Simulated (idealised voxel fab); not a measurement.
The process module presented herein is designated voxel transistor to metal.
Shown is cross-section cut, with a width of 290 nm and square cells of size 5 nm.
How to read a cross-section here: the picture is a grid of square cells, written as bands going from the top down, and any band can span one or more rows of cells.
First you get the band's top height and its bottom height, in nm, and then the materials it's made of, left to right, with each width in nm. If you see a single material with "throughout", that one covers the band edge to edge. "blank" is empty space.
Heads up on the height convention: 0 is the point under which the incoming wafer is all one material, and the lowest band has no bottom, it just keeps going down, like "0..down".
A width given as "30..40" starts at the first number in the band's top row and ends at the second number in its bottom row, shifting by an equal amount at every step from row to row.
Given "remains unaltered" for a step, no cell of the cross-section differs between before and after that step.
"Closed void catalog" - sealed voids, min. 8 cells, no opening to top; format: width x height at distance (distance from left edge; nm throughout).
If you see something after the settings on a step's line, that's the simulator's own remark about that step.
The "overlay nm" setting may appear on a step's line; for a step that uses a mask, it gives how far to the right of its planned position the mask lay, and a negative value indicates the left.

These are the steps we planned for the process
1,RECEIVE | material Si
2,OXIDIZE | depth nm 5
3,CONFORMAL_DEP | material SiN | thk nm 10
4,PATTERN | tone cover | mask id ACTIVE | material resist | width nm 100 | pitch nm 125 | thk nm 20 | overlay nm 0
5,DIRECTIONAL_ETCH | etch materials SiN | depth nm 10
6,DIRECTIONAL_ETCH | etch materials SiO2 | depth nm 5
7,DIRECTIONAL_ETCH | etch materials Si | depth nm 20
8,STRIP | etch materials resist
9,FILL_DEP | material SiO2 | thk nm 15
10,CMP | height nm 10
11,SELECTIVE_ETCH | etch materials SiO2 | depth nm 10
12,STRIP | etch materials SiN
13,SELECTIVE_ETCH | etch materials SiO2 | depth nm 5
14,OXIDIZE | depth nm 5
15,DIRECTIONAL_DEP | material polySi | thk nm 25
16,DIRECTIONAL_DEP | material SiCN | thk nm 10
17,DIRECTIONAL_DEP | material aC | thk nm 15
18,PATTERN | tone cover | mask id GATE | material resist | width nm 20 | pitch nm 125 | thk nm 35 | overlay nm 0
19,DIRECTIONAL_ETCH | etch materials aC | depth nm 15
20,STRIP | etch materials resist
21,DIRECTIONAL_ETCH | etch materials SiCN | depth nm 20
22,DIRECTIONAL_ETCH | etch materials polySi | depth nm 35
23,STRIP | etch materials aC
24,CONFORMAL_DEP | material SiN | thk nm 10
25,DIRECTIONAL_ETCH | etch materials SiN | depth nm 10
26,DIRECTIONAL_ETCH | etch materials SiO2 | depth nm 5
27,EPI | material SiGe | thk nm 5
28,FILL_DEP | material SiO2 | thk nm 5
29,CMP | height nm 30
30,DIRECTIONAL_DEP | material SiO2 | thk nm 15
31,PATTERN | tone open | mask id CONTACT | material resist | width nm 25 | thk nm 15 | overlay nm 0
32,DIRECTIONAL_ETCH | etch materials SiO2 | depth nm 50
33,STRIP | etch materials resist
34,CONFORMAL_DEP | material TiN | thk nm 5
35,FILL_DEP | material W | thk nm 10
36,CMP | height nm 45
37,DIRECTIONAL_DEP | material TiN | thk nm 5
38,DIRECTIONAL_DEP | material W | thk nm 20
39,DIRECTIONAL_DEP | material aC | thk nm 15
40,PATTERN | tone cover | mask id METAL_1 | material resist | width nm 15 | thk nm 30 | overlay nm 0
41,DIRECTIONAL_ETCH | etch materials aC | depth nm 15
42,STRIP | etch materials resist
43,DIRECTIONAL_ETCH | etch materials W | depth nm 20
44,DIRECTIONAL_ETCH | etch materials TiN | depth nm 5
45,STRIP | etch materials aC
46,CONFORMAL_DEP | material SiN | thk nm 5
47,FILL_DEP | material SiO2 | thk nm 5
48,CMP | height nm 70
49,CONFORMAL_DEP | material SiN | thk nm 5

Cross-section of the wafer upon arrival, representing the state reached after step 1
- 0..down | Si throughout
- Closed void catalog: none

first wafer at the end, as planned
- 75..70 | SiN throughout
- 70..50 | SiO2=35  SiN=5  W=15  SiN=5  SiO2=40  SiN=5  W=15  SiN=5  SiO2=35  SiN=5  W=15  SiN=5  SiO2=40  SiN=5  W=15  SiN=5  SiO2=40
- 50..45 | SiN=40  TiN=15  SiN=50  TiN=15  SiN=45  TiN=15  SiN=50  TiN=15  SiN=45
- 45..35 | SiO2=40  TiN=5  W=15  TiN=5  SiO2=30  TiN=5  W=15  TiN=5  SiO2=45  TiN=5  W=15  TiN=5  SiO2=30  TiN=5  W=15  TiN=5  SiO2=45
- 35..30 | SiO2=40  TiN=5  W=10  TiN=10  SiO2=30  TiN=10  W=10  TiN=5  SiO2=45  TiN=5  W=10  TiN=10  SiO2=30  TiN=10  W=10  TiN=5  SiO2=45
- 30..20 | SiO2=40  TiN=5  W=10  TiN=5  SiN=10  SiCN=20  SiN=10  TiN=5  W=10  TiN=5  SiO2=45  TiN=5  W=10  TiN=5  SiN=10  SiCN=20  SiN=10  TiN=5  W=10  TiN=5  SiO2=45
- 20..0 | SiO2=40  TiN=5  W=10  TiN=5  SiN=10  polySi=20  SiN=10  TiN=5  W=10  TiN=5  SiO2=45  TiN=5  W=10  TiN=5  SiN=10  polySi=20  SiN=10  TiN=5  W=10  TiN=5  SiO2=45
- 0..-5 | SiO2=40  TiN=20  SiN=10  polySi=20  SiN=10  TiN=20  SiO2=45  TiN=20  SiN=10  polySi=20  SiN=10  TiN=20  SiO2=45
- -5..-10 | SiO2=25  SiGe=35  SiO2=40  SiGe=35  SiO2=15  SiGe=35  SiO2=40  SiGe=35  SiO2=30
- -10..-25 | SiO2=30  Si=100  SiO2=25  Si=100  SiO2=35
- -25..down | Si throughout
- Closed void catalog: none

Cross-sectional view: second of two wafers, end of module; start and plan identical to the first, one mistake in running
- 75..70 | SiN throughout
- 70..65 | SiN=40  TiN=15  SiN=50  TiN=15  SiN=45  TiN=15  SiN=50  TiN=15  SiN=45
- 65..45 | W throughout
- 45..35 | SiO2=40  TiN=5  W=15  TiN=5  SiO2=30  TiN=5  W=15  TiN=5  SiO2=45  TiN=5  W=15  TiN=5  SiO2=30  TiN=5  W=15  TiN=5  SiO2=45
- 35..30 | SiO2=40  TiN=5  W=10  TiN=10  SiO2=30  TiN=10  W=10  TiN=5  SiO2=45  TiN=5  W=10  TiN=10  SiO2=30  TiN=10  W=10  TiN=5  SiO2=45
- 30..20 | SiO2=40  TiN=5  W=10  TiN=5  SiN=10  SiCN=20  SiN=10  TiN=5  W=10  TiN=5  SiO2=45  TiN=5  W=10  TiN=5  SiN=10  SiCN=20  SiN=10  TiN=5  W=10  TiN=5  SiO2=45
- 20..0 | SiO2=40  TiN=5  W=10  TiN=5  SiN=10  polySi=20  SiN=10  TiN=5  W=10  TiN=5  SiO2=45  TiN=5  W=10  TiN=5  SiN=10  polySi=20  SiN=10  TiN=5  W=10  TiN=5  SiO2=45
- 0..-5 | SiO2=40  TiN=20  SiN=10  polySi=20  SiN=10  TiN=20  SiO2=45  TiN=20  SiN=10  polySi=20  SiN=10  TiN=20  SiO2=45
- -5..-10 | SiO2=25  SiGe=35  SiO2=40  SiGe=35  SiO2=15  SiGe=35  SiO2=40  SiGe=35  SiO2=30
- -10..-25 | SiO2=30  Si=100  SiO2=25  Si=100  SiO2=35
- -25..down | Si throughout
- Closed void catalog: none
Processing error: the run placed steps 37 and 38 each in the position the plan gave to the other
Wrapping up, a cell-based count of both wafers puts the second over or under the first for these materials: SiN -32 | SiO2 -152 | W +184
